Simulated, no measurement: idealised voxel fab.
process module | voxel capacitor over wiring
cross-section cut | 140 nm wide | cells 5 nm
A cross-section is a grid of square cells, given in bands from the top down. A band is one or more rows of cells.
Each band's line starts with the height of the band's top and of its bottom, in nm. Then come its materials from left to right, each with its width in nm. One material with "throughout" fills the band from edge to edge. "air" is empty space.
Height 0 is the level under which the wafer as received is all one material. The lowest band goes on downwards, as in "0 down".
A width such as "30 to 40" changes by the same amount from each row of cells to the next, from the band's top row to its bottom row.
"no change" after a step means that no cell of the cross-section changed.
closed voids: empty space of 8 cells or more with no open way to the top, each as width x height at its distance from the left edge, in nm
after a step's settings: what the simulator itself notes on the step
overlay nm, on a step with a mask: how far to the right of its planned place the mask lay; to the left if negative
plan
1 op RECEIVE | material Si
2 op CONFORMAL_DEP | material SiO2 | thk nm 15
3 op DIRECTIONAL_DEP | material TiN | thk nm 5
4 op DIRECTIONAL_DEP | material W | thk nm 20
5 op MASKED_ETCH | tone cover | mask id METAL_1 | width nm 20 | pitch nm 80 | etch materials W | depth nm 20 | overlay nm 0
6 op MASKED_ETCH | tone cover | mask id METAL_1 | width nm 20 | pitch nm 80 | etch materials TiN | depth nm 5 | overlay nm 0
7 op FILL_DEP | material lowk | thk nm 10
8 op CMP | height nm 40
9 op CONFORMAL_DEP | material SiCN | thk nm 5
10 op DIRECTIONAL_DEP | material lowk | thk nm 10
11 op PATTERN | tone open | mask id PLUG_1 | material resist | width nm 15 | thk nm 20 | overlay nm 0
12 op DIRECTIONAL_ETCH | etch materials lowk | depth nm 10
13 op DIRECTIONAL_ETCH | etch materials SiCN | depth nm 5
14 op STRIP | etch materials resist
15 op CONFORMAL_DEP | material TiN | thk nm 5
16 op FILL_DEP | material Cu | thk nm 10
17 op CMP | height nm 55
18 op DIRECTIONAL_DEP | material TiN | thk nm 10
19 op DIRECTIONAL_DEP | material Al2O3 | thk nm 5
20 op DIRECTIONAL_DEP | material TiN | thk nm 10
21 op PATTERN | tone cover | mask id UPPER_PLATE | material resist | width nm 65 | thk nm 20 | overlay nm 0
22 op DIRECTIONAL_ETCH | etch materials TiN | depth nm 10
23 op DIRECTIONAL_ETCH | etch materials Al2O3 | depth nm 5
24 op STRIP | etch materials resist
25 op PATTERN | tone cover | mask id LOWER_PLATE | material resist | width nm 75 | thk nm 20 | overlay nm 0
26 op DIRECTIONAL_ETCH | etch materials TiN | depth nm 10
27 op STRIP | etch materials resist
28 op FILL_DEP | material SiO2 | thk nm 20
29 op CMP | height nm 95
30 op MASKED_ETCH | tone open | mask id PLUG_2 | width nm 15 | etch materials SiO2 | depth nm 15 | overlay nm 0
31 op CONFORMAL_DEP | material TiN | thk nm 5
32 op FILL_DEP | material Ru | thk nm 10
33 op CMP | height nm 95
34 op CONFORMAL_DEP | material SiCN | thk nm 5
first wafer, as planned
as received, after step 1
  0 down: Si throughout
  closed voids: none
after step 2
  15 to 0: SiO2 throughout
  below 0: unchanged
after step 3
  20 to 15: TiN throughout
  below 15: unchanged
after step 4
  40 to 20: W throughout
  below 20: unchanged
after step 5
  40 to 20: air 20 | W 20 | air 60 | W 20 | air 20
  below 20: unchanged
after step 6
  40 to 20: air 20 | W 20 | air 60 | W 20 | air 20
  20 to 15: air 20 | TiN 20 | air 60 | TiN 20 | air 20
  below 15: unchanged
after step 7
  50 to 40: lowk throughout
  40 to 20: lowk 20 | W 20 | lowk 60 | W 20 | lowk 20
  20 to 15: lowk 20 | TiN 20 | lowk 60 | TiN 20 | lowk 20
  below 15: unchanged
after step 8
  40 to 20: lowk 20 | W 20 | lowk 60 | W 20 | lowk 20
  below 20: unchanged
after step 9
  45 to 40: SiCN throughout
  below 40: unchanged
after step 10
  55 to 45: lowk throughout
  below 45: unchanged
after step 11
  75 to 55: resist 25 | air 15 | resist 100
  below 55: unchanged
after step 12
  75 to 55: resist 25 | air 15 | resist 100
  55 to 45: lowk 25 | air 15 | lowk 100
  below 45: unchanged
after step 13
  75 to 55: resist 25 | air 15 | resist 100
  55 to 45: lowk 25 | air 15 | lowk 100
  45 to 40: SiCN 25 | air 15 | SiCN 100
  below 40: unchanged
after step 14
  55 to 45: lowk 25 | air 15 | lowk 100
  below 45: unchanged
after step 15
  60 to 55: TiN 30 | air 5 | TiN 105
  55 to 45: lowk 25 | TiN 5 | air 5 | TiN 5 | lowk 100
  45 to 40: SiCN 25 | TiN 15 | SiCN 100
  below 40: unchanged
after step 16
  70 to 60: Cu throughout
  60 to 55: TiN 30 | Cu 5 | TiN 105
  55 to 45: lowk 25 | TiN 5 | Cu 5 | TiN 5 | lowk 100
  below 45: unchanged
after step 17
  55 to 45: lowk 25 | TiN 5 | Cu 5 | TiN 5 | lowk 100
  below 45: unchanged
after step 18
  65 to 55: TiN throughout
  below 55: unchanged
after step 19
  70 to 65: Al2O3 throughout
  below 65: unchanged
after step 20
  80 to 70: TiN throughout
  below 70: unchanged
after step 21
  100 to 80: air 25 | resist 65 | air 50
  below 80: unchanged
after step 22
  100 to 80: air 25 | resist 65 | air 50
  80 to 70: air 25 | TiN 65 | air 50
  below 70: unchanged
after step 23
  100 to 80: air 25 | resist 65 | air 50
  80 to 70: air 25 | TiN 65 | air 50
  70 to 65: air 25 | Al2O3 65 | air 50
  below 65: unchanged
after step 24
  80 to 70: air 25 | TiN 65 | air 50
  below 70: unchanged
after step 25
  100 to 80: air 20 | resist 75 | air 45
  80 to 70: air 20 | resist 5 | TiN 65 | resist 5 | air 45
  70 to 65: air 20 | resist 5 | Al2O3 65 | resist 5 | air 45
  below 65: unchanged
after step 26
  100 to 80: air 20 | resist 75 | air 45
  80 to 70: air 20 | resist 5 | TiN 65 | resist 5 | air 45
  70 to 65: air 20 | resist 5 | Al2O3 65 | resist 5 | air 45
  65 to 55: air 20 | TiN 75 | air 45
  below 55: unchanged
after step 27
  80 to 70: air 25 | TiN 65 | air 50
  70 to 65: air 25 | Al2O3 65 | air 50
  below 65: unchanged
after step 28
  100 to 80: SiO2 throughout
  80 to 70: SiO2 25 | TiN 65 | SiO2 50
  70 to 65: SiO2 25 | Al2O3 65 | SiO2 50
  65 to 55: SiO2 20 | TiN 75 | SiO2 45
  below 55: unchanged
after step 29
  95 to 80: SiO2 throughout
  below 80: unchanged
after step 30
  95 to 80: SiO2 35 | air 15 | SiO2 90
  below 80: unchanged
after step 31
  100 to 95: TiN 40 | air 5 | TiN 95
  95 to 85: SiO2 35 | TiN 5 | air 5 | TiN 5 | SiO2 90
  85 to 80: SiO2 35 | TiN 15 | SiO2 90
  below 80: unchanged
after step 32
  110 to 100: Ru throughout
  100 to 95: TiN 40 | Ru 5 | TiN 95
  95 to 85: SiO2 35 | TiN 5 | Ru 5 | TiN 5 | SiO2 90
  below 85: unchanged
after step 33
  95 to 85: SiO2 35 | TiN 5 | Ru 5 | TiN 5 | SiO2 90
  below 85: unchanged
after step 34
  100 to 95: SiCN throughout
  below 95: unchanged
second wafer: like start, like plan, one mistake. Through step 7 it matches the first wafer
when step 8 should have ended
  30 to 20: lowk 20 | W 20 | lowk 60 | W 20 | lowk 20
  below 20: unchanged
when step 9 should have ended
  35 to 30: SiCN throughout
  below 30: unchanged
when step 10 should have ended
  45 to 35: lowk throughout
  below 35: unchanged
when step 11 should have ended
  65 to 45: resist 25 | air 15 | resist 100
  below 45: unchanged
when step 12 should have ended
  65 to 45: resist 25 | air 15 | resist 100
  45 to 35: lowk 25 | air 15 | lowk 100
  below 35: unchanged
when step 13 should have ended
  65 to 45: resist 25 | air 15 | resist 100
  45 to 35: lowk 25 | air 15 | lowk 100
  35 to 30: SiCN 25 | air 15 | SiCN 100
  below 30: unchanged
when step 14 should have ended
  45 to 35: lowk 25 | air 15 | lowk 100
  below 35: unchanged
when step 15 should have ended
  50 to 45: TiN 30 | air 5 | TiN 105
  45 to 35: lowk 25 | TiN 5 | air 5 | TiN 5 | lowk 100
  35 to 30: SiCN 25 | TiN 15 | SiCN 100
  below 30: unchanged
when step 16 should have ended
  60 to 50: Cu throughout
  50 to 45: TiN 30 | Cu 5 | TiN 105
  45 to 35: lowk 25 | TiN 5 | Cu 5 | TiN 5 | lowk 100
  below 35: unchanged
when step 17 should have ended
  55 to 50: Cu throughout
  below 50: unchanged
when step 18 should have ended
  65 to 55: TiN throughout
  below 55: unchanged
when step 19 should have ended
  70 to 65: Al2O3 throughout
  below 65: unchanged
when step 20 should have ended
  80 to 70: TiN throughout
  below 70: unchanged
when step 21 should have ended
  100 to 80: air 25 | resist 65 | air 50
  below 80: unchanged
when step 22 should have ended
  100 to 80: air 25 | resist 65 | air 50
  80 to 70: air 25 | TiN 65 | air 50
  below 70: unchanged
when step 23 should have ended
  100 to 80: air 25 | resist 65 | air 50
  80 to 70: air 25 | TiN 65 | air 50
  70 to 65: air 25 | Al2O3 65 | air 50
  below 65: unchanged
when step 24 should have ended
  80 to 70: air 25 | TiN 65 | air 50
  below 70: unchanged
when step 25 should have ended
  100 to 80: air 20 | resist 75 | air 45
  80 to 70: air 20 | resist 5 | TiN 65 | resist 5 | air 45
  70 to 65: air 20 | resist 5 | Al2O3 65 | resist 5 | air 45
  below 65: unchanged
when step 26 should have ended
  100 to 80: air 20 | resist 75 | air 45
  80 to 70: air 20 | resist 5 | TiN 65 | resist 5 | air 45
  70 to 65: air 20 | resist 5 | Al2O3 65 | resist 5 | air 45
  65 to 55: air 20 | TiN 75 | air 45
  below 55: unchanged
when step 27 should have ended
  80 to 70: air 25 | TiN 65 | air 50
  70 to 65: air 25 | Al2O3 65 | air 50
  below 65: unchanged
when step 28 should have ended
  100 to 80: SiO2 throughout
  80 to 70: SiO2 25 | TiN 65 | SiO2 50
  70 to 65: SiO2 25 | Al2O3 65 | SiO2 50
  65 to 55: SiO2 20 | TiN 75 | SiO2 45
  below 55: unchanged
when step 29 should have ended
  95 to 80: SiO2 throughout
  below 80: unchanged
when step 30 should have ended
  95 to 80: SiO2 35 | air 15 | SiO2 90
  below 80: unchanged
when step 31 should have ended
  100 to 95: TiN 40 | air 5 | TiN 95
  95 to 85: SiO2 35 | TiN 5 | air 5 | TiN 5 | SiO2 90
  85 to 80: SiO2 35 | TiN 15 | SiO2 90
  below 80: unchanged
when step 32 should have ended
  110 to 100: Ru throughout
  100 to 95: TiN 40 | Ru 5 | TiN 95
  95 to 85: SiO2 35 | TiN 5 | Ru 5 | TiN 5 | SiO2 90
  below 85: unchanged
when step 33 should have ended
  95 to 85: SiO2 35 | TiN 5 | Ru 5 | TiN 5 | SiO2 90
  below 85: unchanged
when step 34 should have ended
  100 to 95: SiCN throughout
  below 95: unchanged
what went wrong: step 8 ran as: op CMP | height nm 30
at the end the second wafer has, in cells: 29 more of Cu | 27 more of TiN | 16 fewer of W | 40 fewer of lowk
